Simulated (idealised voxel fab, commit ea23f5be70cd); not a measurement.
Process module name: voxel transistor to metal
The cross-section shown here is cut; it is 300 nm wide and divided into square cells measuring 5 nm on a side.
Cross-section layout: square cells on a grid; listed as bands, top to bottom; a band spans one or more cell rows.
Heights first: top, then bottom, in nm. Then materials, left to right, each with a width in nm. "all across" on a single material: fills the band edge to edge. "air": empty space.
Heads up on the height convention: 0 is the point under which the incoming wafer is all one material, and the lowest band has no bottom, it just keeps going down, like "from 0 down".
A width given as "30 to 40" starts at the first number in the band's top row and ends at the second number in its bottom row, shifting by an equal amount at every step from row to row.
Step note "no modification" = no cross-section cell changed.
In the "Unvented voids" entry, you get each enclosed empty space of 8 cells or more, one with no open way to the top, written width x height at distance, distance from the left edge, in nm.
Heads up: the bit after the settings on a step's line is the simulator's remark on that step.
A step's line can hold "overlay nm"; with a mask on that step, the setting says how far right of the planned place the mask lay, while a negative setting says it lay to the left.

The process steps that were planned are listed below
1,RECEIVE with material Si
2,OXIDIZE with depth nm 5
3,CONFORMAL_DEP with material SiN, thk nm 10
4,MASKED_ETCH with tone cover, mask id ACTIVE, width nm 115, pitch nm 135, etch materials SiN, depth nm 10, overlay nm 0
5,MASKED_ETCH with tone cover, mask id ACTIVE, width nm 115, pitch nm 135, etch materials SiO2, depth nm 5, overlay nm 0
6,MASKED_ETCH with tone cover, mask id ACTIVE, width nm 115, pitch nm 135, etch materials Si, depth nm 35, overlay nm 0
7,OXIDIZE with depth nm 5
8,FILL_DEP with material SiO2, thk nm 10
9,CMP with height nm 10
10,SELECTIVE_ETCH with etch materials SiO2, depth nm 5
11,STRIP with etch materials SiN
12,SELECTIVE_ETCH with etch materials SiO2, depth nm 5
13,OXIDIZE with depth nm 5
14,DIRECTIONAL_DEP with material polySi, thk nm 20
15,DIRECTIONAL_DEP with material SiCN, thk nm 15
16,DIRECTIONAL_DEP with material aC, thk nm 10
17,PATTERN with tone cover, mask id GATE, material resist, width nm 25, pitch nm 135, thk nm 30, overlay nm 0
18,DIRECTIONAL_ETCH with etch materials aC, depth nm 10
19,STRIP with etch materials resist
20,DIRECTIONAL_ETCH with etch materials SiCN, depth nm 25
21,DIRECTIONAL_ETCH with etch materials polySi, depth nm 30
22,STRIP with etch materials aC
23,CONFORMAL_DEP with material SiO2, thk nm 5
24,DIRECTIONAL_ETCH with etch materials SiO2, depth nm 5
25,CONFORMAL_DEP with material SiN, thk nm 5
26,DIRECTIONAL_ETCH with etch materials SiN, depth nm 5
27,DIRECTIONAL_ETCH with etch materials SiO2, depth nm 5
28,DIRECTIONAL_ETCH with etch materials Si, depth nm 10
29,EPI with material pSi, thk nm 10
30,FILL_DEP with material SiO2, thk nm 5
31,CMP with height nm 15
32,STRIP with etch materials polySi
33,SELECTIVE_ETCH with etch materials SiO2, depth nm 5
34,CONFORMAL_DEP with material HfO2, thk nm 5
35,CONFORMAL_DEP with material TiN, thk nm 5
36,FILL_DEP with material W, thk nm 10
37,CMP with height nm 10
38,DIRECTIONAL_DEP with material SiO2, thk nm 15
39,MASKED_ETCH with tone open, mask id CONTACT, width nm 15, etch materials SiO2, depth nm 35, overlay nm 0
40,CONFORMAL_DEP with material TiN, thk nm 5
41,FILL_DEP with material Ru, thk nm 10
42,CMP with height nm 25
43,DIRECTIONAL_DEP with material TiN, thk nm 5
44,DIRECTIONAL_DEP with material Ru, thk nm 25
45,MASKED_ETCH with tone cover, mask id METAL_1, width nm 15, etch materials Ru, depth nm 25, overlay nm 0
46,MASKED_ETCH with tone cover, mask id METAL_1, width nm 15, etch materials TiN, depth nm 5, overlay nm 0
47,FILL_DEP with material lowk, thk nm 5
48,CMP with height nm 55
49,CONFORMAL_DEP with material SiN, thk nm 5

Step 1 complete: cross-section of the wafer as received
- from 0 down: Si all across
- Unvented voids: none

Final cross-section, module run with one mistake (start and plan as above)
- from 60 to 55: SiN all across
- from 55 to 45: lowk (35)  Ru (15)  lowk (65)  Ru (15)  lowk (40)  Ru (15)  lowk (65)  Ru (15)  lowk (35)
- from 45 to 40: lowk (35)  TiN (15)  lowk (65)  TiN (15)  lowk (40)  TiN (15)  lowk (65)  TiN (15)  lowk (35)
- from 40 to 30: Ru all across
- from 30 to 25: TiN (40)  Ru (5)  TiN (75)  Ru (5)  TiN (50)  Ru (5)  TiN (75)  Ru (5)  TiN (40)
- from 25 to 10: SiO2 (35)  TiN (5)  Ru (5)  TiN (5)  SiO2 (65)  TiN (5)  Ru (5)  TiN (5)  SiO2 (40)  TiN (5)  Ru (5)  TiN (5)  SiO2 (65)  TiN (5)  Ru (5)  TiN (5)  SiO2 (35)
- from 10 to 0: SiO2 (35)  TiN (5)  Ru (5)  TiN (5)  SiO2 (10)  SiN (5)  HfO2 (5)  TiN (5)  W (15)  TiN (5)  HfO2 (5)  SiN (5)  SiO2 (10)  TiN (5)  Ru (5)  TiN (5)  SiO2 (40)  TiN (5)  Ru (5)  TiN (5)  SiO2 (10)  SiN (5)  HfO2 (5)  TiN (5)  W (15)  TiN (5)  HfO2 (5)  SiN (5)  SiO2 (10)  TiN (5)  Ru (5)  TiN (5)  SiO2 (35)
- from 0 to -5: SiO2 (25)  SiN (5)  SiO2 (5)  TiN (5)  Ru (5)  TiN (5)  pSi (10)  SiN (5)  HfO2 (5)  TiN (25)  HfO2 (5)  SiN (5)  pSi (10)  TiN (5)  Ru (5)  TiN (5)  SiO2 (5)  SiN (5)  SiO2 (20)  SiN (5)  SiO2 (5)  TiN (5)  Ru (5)  TiN (5)  pSi (10)  SiN (5)  HfO2 (5)  TiN (25)  HfO2 (5)  SiN (5)  pSi (10)  TiN (5)  Ru (5)  TiN (5)  SiO2 (5)  SiN (5)  SiO2 (25)
- from -5 to -10: SiO2 (35)  TiN (15)  pSi (10)  SiO2 (5)  HfO2 (35)  SiO2 (5)  pSi (10)  TiN (15)  SiO2 (40)  TiN (15)  pSi (10)  SiO2 (5)  HfO2 (35)  SiO2 (5)  pSi (10)  TiN (15)  SiO2 (35)
- from -10 to -20: SiO2 (30)  pSi (30)  Si (45)  pSi (30)  SiO2 (30)  pSi (30)  Si (45)  pSi (30)  SiO2 (30)
- from -20 to -45: SiO2 (30)  Si (105)  SiO2 (30)  Si (105)  SiO2 (30)
- from -45 down: Si all across
- Unvented voids: none
The plan and the run diverged here: step 42 of the plan: omitted, not performed
